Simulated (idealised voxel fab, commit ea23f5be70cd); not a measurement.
Module name: voxel fin reveal (process module)
Cross-section cut: width 160 nm, square cells of 5 nm.
Bands, listed from the top down, are how a cross-section gets written in this document; the cross-section itself is a grid of square cells, and a band is one or more rows of them.
Top height, bottom height, nm. Materials left to right, width each, nm. Single material + "edge to edge" = fills band edge to edge. "empty" = empty.
Height is counted from the level 0, under which the received wafer is composed throughout of one material. The lowest of the bands is not closed at the bottom but continues downward, in the notation "from 0 down".
A two-number width, for instance "30..40", indicates that the width is equal to the first number in the top row of the band and to the second number in the bottom row, and that it changes by a constant amount per row of cells.
What does "nothing altered" mean for a step? It means no cell of the cross-section changed in that step.
Entry "Sealed voids" = empty spaces >= 8 cells with no open way to the top; each as width x height at distance, distance from left edge, all nm.
Read whatever lies past the settings on a step's line as the simulator's own remark about the step.
"overlay nm", when on a step's line for a step with a mask, measures how far to the right of its planned place the mask lay; a negative measure means to the left.
**Below is the list of planned process steps**
- 1: RECEIVE: material Si
- 2: CONFORMAL_DEP: material SiN, thk nm 5
- 3: DIRECTIONAL_DEP: material aC, thk nm 15
- 4: PATTERN: tone cover, mask id FINS, material resist, width nm 15, pitch nm 35, thk nm 35, overlay nm 0
- 5: DIRECTIONAL_ETCH: etch materials aC, depth nm 15
- 6: STRIP: etch materials resist
- 7: DIRECTIONAL_ETCH: etch materials SiN, depth nm 5
- 8: DIRECTIONAL_ETCH: etch materials Si, depth nm 30
- 9: STRIP: etch materials aC
- 10: OXIDIZE: depth nm 5
- 11: FILL_DEP: material SiO2, thk nm 10
- 12: CMP: height nm 5
- 13: SELECTIVE_ETCH: etch materials SiO2, depth nm 15
- 14: STRIP: etch materials SiN
- 15: CONFORMAL_DEP: material SiO2, thk nm 5
**Wafer, first of two, run as planned**
**Cross-section of the wafer upon arrival, representing the state reached after step 1**
    from 0 down = Si edge to edge
    Sealed voids: none
**Wafer after step 2 (cross-section)**
    from 5 to 0 = SiN edge to edge
    Nothing below the height 0 has changed.
**Wafer after step 3 (cross-section)**
    from 20 to 5 = aC edge to edge
    Nothing below the height 5 has changed.
**Wafer after step 4 (cross-section)**
    from 55 to 20 = 20 nm empty, 15 nm resist, 20 nm empty, 15 nm resist, 20 nm empty, 15 nm resist, 20 nm empty, 15 nm resist, 20 nm empty
    Nothing below the height 20 has changed.
**Wafer after step 5 (cross-section)**
    from 40 to 20 = 20 nm empty, 15 nm resist, 20 nm empty, 15 nm resist, 20 nm empty, 15 nm resist, 20 nm empty, 15 nm resist, 20 nm empty
    from 20 to 5 = 20 nm empty, 15 nm aC, 20 nm empty, 15 nm aC, 20 nm empty, 15 nm aC, 20 nm empty, 15 nm aC, 20 nm empty
    Nothing below the height 5 has changed.
**Wafer after step 6 (cross-section)**
    from 20 to 5 = 20 nm empty, 15 nm aC, 20 nm empty, 15 nm aC, 20 nm empty, 15 nm aC, 20 nm empty, 15 nm aC, 20 nm empty
    Nothing below the height 5 has changed.
**Wafer after step 7 (cross-section)**
    from 20 to 5 = 20 nm empty, 15 nm aC, 20 nm empty, 15 nm aC, 20 nm empty, 15 nm aC, 20 nm empty, 15 nm aC, 20 nm empty
    from 5 to 0 = 20 nm empty, 15 nm SiN, 20 nm empty, 15 nm SiN, 20 nm empty, 15 nm SiN, 20 nm empty, 15 nm SiN, 20 nm empty
    Nothing below the height 0 has changed.
**Wafer after step 8 (cross-section)**
    from 20 to 5 = 20 nm empty, 15 nm aC, 20 nm empty, 15 nm aC, 20 nm empty, 15 nm aC, 20 nm empty, 15 nm aC, 20 nm empty
    from 5 to 0 = 20 nm empty, 15 nm SiN, 20 nm empty, 15 nm SiN, 20 nm empty, 15 nm SiN, 20 nm empty, 15 nm SiN, 20 nm empty
    from 0 to -30 = 20 nm empty, 15 nm Si, 20 nm empty, 15 nm Si, 20 nm empty, 15 nm Si, 20 nm empty, 15 nm Si, 20 nm empty
    Nothing below the height -30 has changed.
**Wafer after step 9 (cross-section)**
    from 5 to 0 = 20 nm empty, 15 nm SiN, 20 nm empty, 15 nm SiN, 20 nm empty, 15 nm SiN, 20 nm empty, 15 nm SiN, 20 nm empty
    Nothing below the height 0 has changed.
**Wafer after step 10 (cross-section)**
    from 5 to 0 = 20 nm empty, 15 nm SiN, 20 nm empty, 15 nm SiN, 20 nm empty, 15 nm SiN, 20 nm empty, 15 nm SiN, 20 nm empty
    from 0 to -30 = 20 nm empty, 5 nm SiO2, 5 nm Si, 5 nm SiO2, 20 nm empty, 5 nm SiO2, 5 nm Si, 5 nm SiO2, 20 nm empty, 5 nm SiO2, 5 nm Si, 5 nm SiO2, 20 nm empty, 5 nm SiO2, 5 nm Si, 5 nm SiO2, 20 nm empty
    from -30 to -35 = 25 nm SiO2, 5 nm Si, 30 nm SiO2, 5 nm Si, 30 nm SiO2, 5 nm Si, 30 nm SiO2, 5 nm Si, 25 nm SiO2
    Nothing below the height -35 has changed.
**Wafer after step 11 (cross-section)**
    from 15 to 5 = SiO2 edge to edge
    from 5 to 0 = 20 nm SiO2, 15 nm SiN, 20 nm SiO2, 15 nm SiN, 20 nm SiO2, 15 nm SiN, 20 nm SiO2, 15 nm SiN, 20 nm SiO2
    from 0 to -35 = 25 nm SiO2, 5 nm Si, 30 nm SiO2, 5 nm Si, 30 nm SiO2, 5 nm Si, 30 nm SiO2, 5 nm Si, 25 nm SiO2
    Nothing below the height -35 has changed.
**Wafer after step 12 (cross-section)**
    from 5 to 0 = 20 nm SiO2, 15 nm SiN, 20 nm SiO2, 15 nm SiN, 20 nm SiO2, 15 nm SiN, 20 nm SiO2, 15 nm SiN, 20 nm SiO2
    Nothing below the height 0 has changed.
**Wafer after step 13 (cross-section)**
    from 5 to 0 = 20 nm empty, 15 nm SiN, 20 nm empty, 15 nm SiN, 20 nm empty, 15 nm SiN, 20 nm empty, 15 nm SiN, 20 nm empty
    from 0 to -10 = 25 nm empty, 5 nm Si, 30 nm empty, 5 nm Si, 30 nm empty, 5 nm Si, 30 nm empty, 5 nm Si, 25 nm empty
    Nothing below the height -10 has changed.
**Wafer after step 14 (cross-section)**
    from 0 to -10 = 25 nm empty, 5 nm Si, 30 nm empty, 5 nm Si, 30 nm empty, 5 nm Si, 30 nm empty, 5 nm Si, 25 nm empty
    Nothing below the height -10 has changed.
**Wafer after step 15 (cross-section)**
    from 5 to 0 = 20 nm empty, 15 nm SiO2, 20 nm empty, 15 nm SiO2, 20 nm empty, 15 nm SiO2, 20 nm empty, 15 nm SiO2, 20 nm empty
    from 0 to -5 = 20 nm empty, 5 nm SiO2, 5 nm Si, 5 nm SiO2, 20 nm empty, 5 nm SiO2, 5 nm Si, 5 nm SiO2, 20 nm empty, 5 nm SiO2, 5 nm Si, 5 nm SiO2, 20 nm empty, 5 nm SiO2, 5 nm Si, 5 nm SiO2, 20 nm empty
    from -5 to -35 = 25 nm SiO2, 5 nm Si, 30 nm SiO2, 5 nm Si, 30 nm SiO2, 5 nm Si, 30 nm SiO2, 5 nm Si, 25 nm SiO2
    Nothing below the height -35 has changed.
**Okay, second wafer. Nothing different at the start, nothing different in the plan, just one mistake somewhere in the running. As far as step 14, counting that step, it's the first wafer all over again**
X-section, second wafer, when step 15 was due to finish: nothing altered
What was the processing mistake? plan step 15 never ran because it was skipped
Final cells, second wafer relative to first, materials higher or lower: 48 fewer of SiO2
